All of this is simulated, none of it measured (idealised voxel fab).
voxel gate over fins: a process module
The cross-section on display is named cut; it measures 140 nm wide, and its cells are 5 nm squares.
We lay out every cross-section as a grid of square cells and spell it out in bands from the top down, where one band means one or more rows of cells.
Look at the band entry: it leads with the top's height and the bottom's height in nm. Then it lists the materials left to right, with a width in nm for each. The word "full width" on a single material says that material fills the band edge to edge. The word "blank" is empty space.
We count height from 0. Below that, the starting wafer is all one material. The lowest band never ends at the bottom but goes on down; see "0 down" for how that is written.
So if you see something like "30->40" for the width, read it as the top row of the band sitting at the first number and the bottom row at the second, with every row in between moving by the same amount as the last.
It should be understood that the words "no alterations made", when stated for a given step, signify that the cross-section underwent no change in any of its cells during that step.
So "Sealed internal voids" is basically the list of trapped voids: any empty space of 8 cells or more that can't reach the top through an opening. They're written width x height at distance, the distance being from the left edge, and it's all nm.
That trailing text on a step's line, after the settings, is the simulator's own remark on the step.
You can add "overlay nm" to a step's line. For a step with a mask, it describes how far the mask lay to the right of its planned position, and a negative number describes a lay to the left.

Steps in the process plan
step 1: RECEIVE (material Si)
step 2: CONFORMAL_DEP (material SiN; thk nm 5)
step 3: PATTERN (tone cover; mask id FINS; material resist; width nm 15; pitch nm 45; thk nm 15; overlay nm 0)
step 4: DIRECTIONAL_ETCH (etch materials SiN; depth nm 5)
step 5: DIRECTIONAL_ETCH (etch materials Si; depth nm 30)
step 6: STRIP (etch materials resist)
step 7: OXIDIZE (depth nm 5)
step 8: FILL_DEP (material SiO2; thk nm 15)
step 9: CMP (height nm 5)
step 10: SELECTIVE_ETCH (etch materials SiO2; depth nm 20)
step 11: STRIP (etch materials SiN)
step 12: CONFORMAL_DEP (material HfO2; thk nm 5)
step 13: CONFORMAL_DEP (material TiN; thk nm 5)
step 14: CONFORMAL_DEP (material TiAl; thk nm 5)
step 15: CONFORMAL_DEP (material TiN; thk nm 5)
step 16: FILL_DEP (material W; thk nm 15)
step 17: CMP (height nm 30)
step 18: CONFORMAL_DEP (material SiN; thk nm 5)

Run as planned: first of two wafers

Cross-section of the wafer at receipt, which is the condition after step 1
> 0 down | Si full width
> Sealed internal voids: none

Upon completion of step 2, the wafer appears in cross-section as shown
> 5 to 0 | SiN full width
> Note: structure below 0 unchanged.

Upon completion of step 3, the wafer appears in cross-section as shown
> 20 to 5 | 40 nm blank / 15 nm resist / 30 nm blank / 15 nm resist / 40 nm blank
> Note: structure below 5 unchanged.

Upon completion of step 4, the wafer appears in cross-section as shown
> 20 to 5 | 40 nm blank / 15 nm resist / 30 nm blank / 15 nm resist / 40 nm blank
> 5 to 0 | 40 nm blank / 15 nm SiN / 30 nm blank / 15 nm SiN / 40 nm blank
> Note: structure below 0 unchanged.

Upon completion of step 5, the wafer appears in cross-section as shown
> 20 to 5 | 40 nm blank / 15 nm resist / 30 nm blank / 15 nm resist / 40 nm blank
> 5 to 0 | 40 nm blank / 15 nm SiN / 30 nm blank / 15 nm SiN / 40 nm blank
> 0 to -30 | 40 nm blank / 15 nm Si / 30 nm blank / 15 nm Si / 40 nm blank
> Note: structure below -30 unchanged.

Upon completion of step 6, the wafer appears in cross-section as shown
> 5 to 0 | 40 nm blank / 15 nm SiN / 30 nm blank / 15 nm SiN / 40 nm blank
> Note: structure below 0 unchanged.

Upon completion of step 7, the wafer appears in cross-section as shown
> 5 to 0 | 40 nm blank / 15 nm SiN / 30 nm blank / 15 nm SiN / 40 nm blank
> 0 to -30 | 40 nm blank / 5 nm SiO2 / 5 nm Si / 5 nm SiO2 / 30 nm blank / 5 nm SiO2 / 5 nm Si / 5 nm SiO2 / 40 nm blank
> -30 to -35 | 45 nm SiO2 / 5 nm Si / 40 nm SiO2 / 5 nm Si / 45 nm SiO2
> Note: structure below -35 unchanged.

Upon completion of step 8, the wafer appears in cross-section as shown
> 20 to 5 | SiO2 full width
> 5 to 0 | 40 nm SiO2 / 15 nm SiN / 30 nm SiO2 / 15 nm SiN / 40 nm SiO2
> 0 to -35 | 45 nm SiO2 / 5 nm Si / 40 nm SiO2 / 5 nm Si / 45 nm SiO2
> Note: structure below -35 unchanged.

Upon completion of step 9, the wafer appears in cross-section as shown
> 5 to 0 | 40 nm SiO2 / 15 nm SiN / 30 nm SiO2 / 15 nm SiN / 40 nm SiO2
> Note: structure below 0 unchanged.

Upon completion of step 10, the wafer appears in cross-section as shown
> 5 to 0 | 40 nm blank / 15 nm SiN / 30 nm blank / 15 nm SiN / 40 nm blank
> 0 to -15 | 45 nm blank / 5 nm Si / 40 nm blank / 5 nm Si / 45 nm blank
> Note: structure below -15 unchanged.

Upon completion of step 11, the wafer appears in cross-section as shown
> 0 to -15 | 45 nm blank / 5 nm Si / 40 nm blank / 5 nm Si / 45 nm blank
> Note: structure below -15 unchanged.

Upon completion of step 12, the wafer appears in cross-section as shown
> 5 to 0 | 40 nm blank / 15 nm HfO2 / 30 nm blank / 15 nm HfO2 / 40 nm blank
> 0 to -10 | 40 nm blank / 5 nm HfO2 / 5 nm Si / 5 nm HfO2 / 30 nm blank / 5 nm HfO2 / 5 nm Si / 5 nm HfO2 / 40 nm blank
> -10 to -15 | 45 nm HfO2 / 5 nm Si / 40 nm HfO2 / 5 nm Si / 45 nm HfO2
> Note: structure below -15 unchanged.

Upon completion of step 13, the wafer appears in cross-section as shown
> 10 to 5 | 35 nm blank / 25 nm TiN / 20 nm blank / 25 nm TiN / 35 nm blank
> 5 to 0 | 35 nm blank / 5 nm TiN / 15 nm HfO2 / 5 nm TiN / 20 nm blank / 5 nm TiN / 15 nm HfO2 / 5 nm TiN / 35 nm blank
> 0 to -5 | 35 nm blank / 5 nm TiN / 5 nm HfO2 / 5 nm Si / 5 nm HfO2 / 5 nm TiN / 20 nm blank / 5 nm TiN / 5 nm HfO2 / 5 nm Si / 5 nm HfO2 / 5 nm TiN / 35 nm blank
> -5 to -10 | 40 nm TiN / 5 nm HfO2 / 5 nm Si / 5 nm HfO2 / 30 nm TiN / 5 nm HfO2 / 5 nm Si / 5 nm HfO2 / 40 nm TiN
> Note: structure below -10 unchanged.

Upon completion of step 14, the wafer appears in cross-section as shown
> 15 to 10 | 30 nm blank / 35 nm TiAl / 10 nm blank / 35 nm TiAl / 30 nm blank
> 10 to 5 | 30 nm blank / 5 nm TiAl / 25 nm TiN / 5 nm TiAl / 10 nm blank / 5 nm TiAl / 25 nm TiN / 5 nm TiAl / 30 nm blank
> 5 to 0 | 30 nm blank / 5 nm TiAl / 5 nm TiN / 15 nm HfO2 / 5 nm TiN / 5 nm TiAl / 10 nm blank / 5 nm TiAl / 5 nm TiN / 15 nm HfO2 / 5 nm TiN / 5 nm TiAl / 30 nm blank
> 0 to -5 | 35 nm TiAl / 5 nm TiN / 5 nm HfO2 / 5 nm Si / 5 nm HfO2 / 5 nm TiN / 20 nm TiAl / 5 nm TiN / 5 nm HfO2 / 5 nm Si / 5 nm HfO2 / 5 nm TiN / 35 nm TiAl
> Note: structure below -5 unchanged.

Upon completion of step 15, the wafer appears in cross-section as shown
> 20 to 15 | 25 nm blank / 90 nm TiN / 25 nm blank
> 15 to 10 | 25 nm blank / 5 nm TiN / 35 nm TiAl / 10 nm TiN / 35 nm TiAl / 5 nm TiN / 25 nm blank
> 10 to 5 | 25 nm blank / 5 nm TiN / 5 nm TiAl / 25 nm TiN / 5 nm TiAl / 10 nm TiN / 5 nm TiAl / 25 nm TiN / 5 nm TiAl / 5 nm TiN / 25 nm blank
> 5 to 0 | 30 nm TiN / 5 nm TiAl / 5 nm TiN / 15 nm HfO2 / 5 nm TiN / 5 nm TiAl / 10 nm TiN / 5 nm TiAl / 5 nm TiN / 15 nm HfO2 / 5 nm TiN / 5 nm TiAl / 30 nm TiN
> Note: structure below 0 unchanged.

Upon completion of step 16, the wafer appears in cross-section as shown
> 35 to 20 | W full width
> 20 to 15 | 25 nm W / 90 nm TiN / 25 nm W
> 15 to 10 | 25 nm W / 5 nm TiN / 35 nm TiAl / 10 nm TiN / 35 nm TiAl / 5 nm TiN / 25 nm W
> 10 to 5 | 25 nm W / 5 nm TiN / 5 nm TiAl / 25 nm TiN / 5 nm TiAl / 10 nm TiN / 5 nm TiAl / 25 nm TiN / 5 nm TiAl / 5 nm TiN / 25 nm W
> Note: structure below 5 unchanged.

Upon completion of step 17, the wafer appears in cross-section as shown
> 30 to 20 | W full width
> Note: structure below 20 unchanged.

Upon completion of step 18, the wafer appears in cross-section as shown
> 35 to 30 | SiN full width
> Note: structure below 30 unchanged.

What follows concerns the second wafer, which started out like the first and was meant to follow the very same plan; one mistake crept in when it was run, but everything up to and including step 2 is the same as for the first wafer

Cross-sectional representation of the second wafer at the time designated in the plan for the completion of step 3
> 20 to 5 | 40 nm blank / 20 nm resist / 25 nm blank / 20 nm resist / 35 nm blank
> Note: structure below 5 unchanged.

Cross-sectional representation of the second wafer at the time designated in the plan for the completion of step 4
> 20 to 5 | 40 nm blank / 20 nm resist / 25 nm blank / 20 nm resist / 35 nm blank
> 5 to 0 | 40 nm blank / 20 nm SiN / 25 nm blank / 20 nm SiN / 35 nm blank
> Note: structure below 0 unchanged.

Cross-sectional representation of the second wafer at the time designated in the plan for the completion of step 5
> 20 to 5 | 40 nm blank / 20 nm resist / 25 nm blank / 20 nm resist / 35 nm blank
> 5 to 0 | 40 nm blank / 20 nm SiN / 25 nm blank / 20 nm SiN / 35 nm blank
> 0 to -30 | 40 nm blank / 20 nm Si / 25 nm blank / 20 nm Si / 35 nm blank
> Note: structure below -30 unchanged.

Cross-sectional representation of the second wafer at the time designated in the plan for the completion of step 6
> 5 to 0 | 40 nm blank / 20 nm SiN / 25 nm blank / 20 nm SiN / 35 nm blank
> Note: structure below 0 unchanged.

Cross-sectional representation of the second wafer at the time designated in the plan for the completion of step 7
> 5 to 0 | 40 nm blank / 20 nm SiN / 25 nm blank / 20 nm SiN / 35 nm blank
> 0 to -30 | 40 nm blank / 5 nm SiO2 / 10 nm Si / 5 nm SiO2 / 25 nm blank / 5 nm SiO2 / 10 nm Si / 5 nm SiO2 / 35 nm blank
> -30 to -35 | 45 nm SiO2 / 10 nm Si / 35 nm SiO2 / 10 nm Si / 40 nm SiO2
> Note: structure below -35 unchanged.

Cross-sectional representation of the second wafer at the time designated in the plan for the completion of step 8
> 20 to 5 | SiO2 full width
> 5 to 0 | 40 nm SiO2 / 20 nm SiN / 25 nm SiO2 / 20 nm SiN / 35 nm SiO2
> 0 to -35 | 45 nm SiO2 / 10 nm Si / 35 nm SiO2 / 10 nm Si / 40 nm SiO2
> Note: structure below -35 unchanged.

Cross-sectional representation of the second wafer at the time designated in the plan for the completion of step 9
> 5 to 0 | 40 nm SiO2 / 20 nm SiN / 25 nm SiO2 / 20 nm SiN / 35 nm SiO2
> Note: structure below 0 unchanged.

Cross-sectional representation of the second wafer at the time designated in the plan for the completion of step 10
> 5 to 0 | 40 nm blank / 20 nm SiN / 25 nm blank / 20 nm SiN / 35 nm blank
> 0 to -15 | 45 nm blank / 10 nm Si / 35 nm blank / 10 nm Si / 40 nm blank
> Note: structure below -15 unchanged.

Cross-sectional representation of the second wafer at the time designated in the plan for the completion of step 11
> 0 to -15 | 45 nm blank / 10 nm Si / 35 nm blank / 10 nm Si / 40 nm blank
> Note: structure below -15 unchanged.

Cross-sectional representation of the second wafer at the time designated in the plan for the completion of step 12
> 5 to 0 | 40 nm blank / 20 nm HfO2 / 25 nm blank / 20 nm HfO2 / 35 nm blank
> 0 to -10 | 40 nm blank / 5 nm HfO2 / 10 nm Si / 5 nm HfO2 / 25 nm blank / 5 nm HfO2 / 10 nm Si / 5 nm HfO2 / 35 nm blank
> -10 to -15 | 45 nm HfO2 / 10 nm Si / 35 nm HfO2 / 10 nm Si / 40 nm HfO2
> Note: structure below -15 unchanged.

Cross-sectional representation of the second wafer at the time designated in the plan for the completion of step 13
> 10 to 5 | 35 nm blank / 30 nm TiN / 15 nm blank / 30 nm TiN / 30 nm blank
> 5 to 0 | 35 nm blank / 5 nm TiN / 20 nm HfO2 / 5 nm TiN / 15 nm blank / 5 nm TiN / 20 nm HfO2 / 5 nm TiN / 30 nm blank
> 0 to -5 | 35 nm blank / 5 nm TiN / 5 nm HfO2 / 10 nm Si / 5 nm HfO2 / 5 nm TiN / 15 nm blank / 5 nm TiN / 5 nm HfO2 / 10 nm Si / 5 nm HfO2 / 5 nm TiN / 30 nm blank
> -5 to -10 | 40 nm TiN / 5 nm HfO2 / 10 nm Si / 5 nm HfO2 / 25 nm TiN / 5 nm HfO2 / 10 nm Si / 5 nm HfO2 / 35 nm TiN
> Note: structure below -10 unchanged.

Cross-sectional representation of the second wafer at the time designated in the plan for the completion of step 14
> 15 to 10 | 30 nm blank / 40 nm TiAl / 5 nm blank / 40 nm TiAl / 25 nm blank
> 10 to 5 | 30 nm blank / 5 nm TiAl / 30 nm TiN / 5 nm TiAl / 5 nm blank / 5 nm TiAl / 30 nm TiN / 5 nm TiAl / 25 nm blank
> 5 to 0 | 30 nm blank / 5 nm TiAl / 5 nm TiN / 20 nm HfO2 / 5 nm TiN / 5 nm TiAl / 5 nm blank / 5 nm TiAl / 5 nm TiN / 20 nm HfO2 / 5 nm TiN / 5 nm TiAl / 25 nm blank
> 0 to -5 | 35 nm TiAl / 5 nm TiN / 5 nm HfO2 / 10 nm Si / 5 nm HfO2 / 5 nm TiN / 15 nm TiAl / 5 nm TiN / 5 nm HfO2 / 10 nm Si / 5 nm HfO2 / 5 nm TiN / 30 nm TiAl
> Note: structure below -5 unchanged.

Cross-sectional representation of the second wafer at the time designated in the plan for the completion of step 15
> 20 to 15 | 25 nm blank / 95 nm TiN / 20 nm blank
> 15 to 10 | 25 nm blank / 5 nm TiN / 40 nm TiAl / 5 nm TiN / 40 nm TiAl / 5 nm TiN / 20 nm blank
> 10 to 5 | 25 nm blank / 5 nm TiN / 5 nm TiAl / 30 nm TiN / 5 nm TiAl / 5 nm TiN / 5 nm TiAl / 30 nm TiN / 5 nm TiAl / 5 nm TiN / 20 nm blank
> 5 to 0 | 30 nm TiN / 5 nm TiAl / 5 nm TiN / 20 nm HfO2 / 5 nm TiN / 5 nm TiAl / 5 nm TiN / 5 nm TiAl / 5 nm TiN / 20 nm HfO2 / 5 nm TiN / 5 nm TiAl / 25 nm TiN
> Note: structure below 0 unchanged.

Cross-sectional representation of the second wafer at the time designated in the plan for the completion of step 16
> 35 to 20 | W full width
> 20 to 15 | 25 nm W / 95 nm TiN / 20 nm W
> 15 to 10 | 25 nm W / 5 nm TiN / 40 nm TiAl / 5 nm TiN / 40 nm TiAl / 5 nm TiN / 20 nm W
> 10 to 5 | 25 nm W / 5 nm TiN / 5 nm TiAl / 30 nm TiN / 5 nm TiAl / 5 nm TiN / 5 nm TiAl / 30 nm TiN / 5 nm TiAl / 5 nm TiN / 20 nm W
> Note: structure below 5 unchanged.

Cross-sectional representation of the second wafer at the time designated in the plan for the completion of step 17
> 30 to 20 | W full width
> Note: structure below 20 unchanged.

Cross-sectional representation of the second wafer at the time designated in the plan for the completion of step 18
> 35 to 30 | SiN full width
> Note: structure below 30 unchanged.
Deviation noted in wafer processing: in deviation from the planned setting, step 3 was conducted as PATTERN (tone cover; mask id FINS; material resist; width nm 20; pitch nm 45; thk nm 15; overlay nm 0)
Bottom line after processing is that, in cells, the second wafer is up or down on some materials versus the first: 14 more of Si | 8 fewer of SiO2 | 3 fewer of TiN | 3 fewer of W
